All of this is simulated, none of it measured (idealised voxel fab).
Herein follows the process module entitled voxel released beams.
Square cell edge 5 nm, section width 145 nm, ID cut.
A cross-section in this document is a grid of square cells, and it is written down as bands, the top band listed before the ones below it; a band is made up of one or more rows of cells.
Within each band entry, the heights of the top and of the bottom of the band appear first, in that order and in nm; the materials of the band then follow from left to right, each with its corresponding width in nm. The designation "all across" on a single material indicates that it fills the band from edge to edge; the designation "empty" indicates empty space.
Measure heights from 0. That's the level where, below it, the as-received wafer is all one material. The lowest band is bottomless and extends downward; write it as in "z 0 and below".
You'd read "30->40" like this: the band's top row of cells is as wide as the first number, its bottom row is as wide as the second, and going down, every row changes width by the same amount as the row before did.
Given "nothing was modified" for a step, no cell of the cross-section differs between before and after that step.
For the entry "Fully closed voids", the listed items are empty spaces with no open way to the top whose size is 8 cells or more; each item follows the pattern width x height at distance, where distance is from the left edge and all three are in nm.
Past the settings on a step's line: simulator remark, on that step.
"overlay nm" denotes, for a step that has a mask, the displacement of the mask to the right of its planned place, with negative values corresponding to the left.
Below is the list of planned process steps:
1 RECEIVE, material Si
2 CONFORMAL_DEP, material Al2O3, thk nm 10
3 DIRECTIONAL_DEP, material SiO2, thk nm 15
4 DIRECTIONAL_DEP, material aC, thk nm 10
5 PATTERN, tone open, mask id ANCHOR, material resist, width nm 45, thk nm 25, overlay nm 0
6 DIRECTIONAL_ETCH, etch materials aC, depth nm 10
7 STRIP, etch materials resist
8 DIRECTIONAL_ETCH, etch materials SiO2, depth nm 15
9 STRIP, etch materials aC
10 CONFORMAL_DEP, material polySi, thk nm 15
11 PATTERN, tone cover, mask id BEAM, material resist, width nm 110, thk nm 20, overlay nm 0
12 DIRECTIONAL_ETCH, etch materials polySi, depth nm 15
13 STRIP, etch materials resist
14 STRIP, etch materials SiO2
First wafer, two in total, run as planned:
as received, after step 1:
  z 0 and below  Si all across
  Fully closed voids: none
Cross-section: wafer state after step 2:
  z 10 to 0  Al2O3 all across
  Lower than 0, everything is as it was.
Cross-section: wafer state after step 3:
  z 25 to 10  SiO2 all across
  Lower than 10, everything is as it was.
Cross-section: wafer state after step 4:
  z 35 to 25  aC all across
  Lower than 25, everything is as it was.
Cross-section: wafer state after step 5:
  z 60 to 35  20 resist; 45 empty; 80 resist
  Lower than 35, everything is as it was.
Cross-section: wafer state after step 6:
  z 50 to 35  20 resist; 45 empty; 80 resist
  z 35 to 25  20 aC; 45 empty; 80 aC
  Lower than 25, everything is as it was.
Cross-section: wafer state after step 7:
  z 35 to 25  20 aC; 45 empty; 80 aC
  Lower than 25, everything is as it was.
Cross-section: wafer state after step 8:
  z 35 to 25  20 aC; 45 empty; 80 aC
  z 25 to 10  20 SiO2; 45 empty; 80 SiO2
  Lower than 10, everything is as it was.
Cross-section: wafer state after step 9:
  z 25 to 10  20 SiO2; 45 empty; 80 SiO2
  Lower than 10, everything is as it was.
Cross-section: wafer state after step 10:
  z 40 to 25  35 polySi; 15 empty; 95 polySi
  z 25 to 10  20 SiO2; 45 polySi; 80 SiO2
  Lower than 10, everything is as it was.
Cross-section: wafer state after step 11:
  z 60 to 40  15 empty; 110 resist; 20 empty
  z 40 to 25  35 polySi; 15 resist; 95 polySi
  Lower than 25, everything is as it was.
Cross-section: wafer state after step 12:
  z 60 to 40  15 empty; 110 resist; 20 empty
  z 40 to 25  15 empty; 20 polySi; 15 resist; 75 polySi; 20 empty
  Lower than 25, everything is as it was.
Cross-section: wafer state after step 13:
  z 40 to 25  15 empty; 20 polySi; 15 empty; 75 polySi; 20 empty
  Lower than 25, everything is as it was.
Cross-section: wafer state after step 14:
  z 40 to 25  15 empty; 20 polySi; 15 empty; 75 polySi; 20 empty
  z 25 to 10  20 empty; 45 polySi; 80 empty
  Lower than 10, everything is as it was.
Wafer two. Same start, same plan, one slip in execution. Same as wafer one through step 1, inclusive:
Cross-section, second wafer, at the end time the plan gives for step 2:
  z 5 to 0  Al2O3 all across
  Lower than 0, everything is as it was.
Cross-section, second wafer, at the end time the plan gives for step 3:
  z 20 to 5  SiO2 all across
  Lower than 5, everything is as it was.
Cross-section, second wafer, at the end time the plan gives for step 4:
  z 30 to 20  aC all across
  Lower than 20, everything is as it was.
Cross-section, second wafer, at the end time the plan gives for step 5:
  z 55 to 30  20 resist; 45 empty; 80 resist
  Lower than 30, everything is as it was.
Cross-section, second wafer, at the end time the plan gives for step 6:
  z 45 to 30  20 resist; 45 empty; 80 resist
  z 30 to 20  20 aC; 45 empty; 80 aC
  Lower than 20, everything is as it was.
Cross-section, second wafer, at the end time the plan gives for step 7:
  z 30 to 20  20 aC; 45 empty; 80 aC
  Lower than 20, everything is as it was.
Cross-section, second wafer, at the end time the plan gives for step 8:
  z 30 to 20  20 aC; 45 empty; 80 aC
  z 20 to 5  20 SiO2; 45 empty; 80 SiO2
  Lower than 5, everything is as it was.
Cross-section, second wafer, at the end time the plan gives for step 9:
  z 20 to 5  20 SiO2; 45 empty; 80 SiO2
  Lower than 5, everything is as it was.
Cross-section, second wafer, at the end time the plan gives for step 10:
  z 35 to 20  35 polySi; 15 empty; 95 polySi
  z 20 to 5  20 SiO2; 45 polySi; 80 SiO2
  Lower than 5, everything is as it was.
Cross-section, second wafer, at the end time the plan gives for step 11:
  z 55 to 35  15 empty; 110 resist; 20 empty
  z 35 to 20  35 polySi; 15 resist; 95 polySi
  Lower than 20, everything is as it was.
Cross-section, second wafer, at the end time the plan gives for step 12:
  z 55 to 35  15 empty; 110 resist; 20 empty
  z 35 to 20  15 empty; 20 polySi; 15 resist; 75 polySi; 20 empty
  Lower than 20, everything is as it was.
Cross-section, second wafer, at the end time the plan gives for step 13:
  z 35 to 20  15 empty; 20 polySi; 15 empty; 75 polySi; 20 empty
  Lower than 20, everything is as it was.
Cross-section, second wafer, at the end time the plan gives for step 14:
  z 35 to 20  15 empty; 20 polySi; 15 empty; 75 polySi; 20 empty
  z 20 to 5  20 empty; 45 polySi; 80 empty
  Lower than 5, everything is as it was.
The mistake made against the process plan was this: step 2 did not happen as planned, as run it was CONFORMAL_DEP, material Al2O3, thk nm 5
Final comparison by cell count, materials where the second wafer has more or fewer than the first: Al2O3: 29 fewer
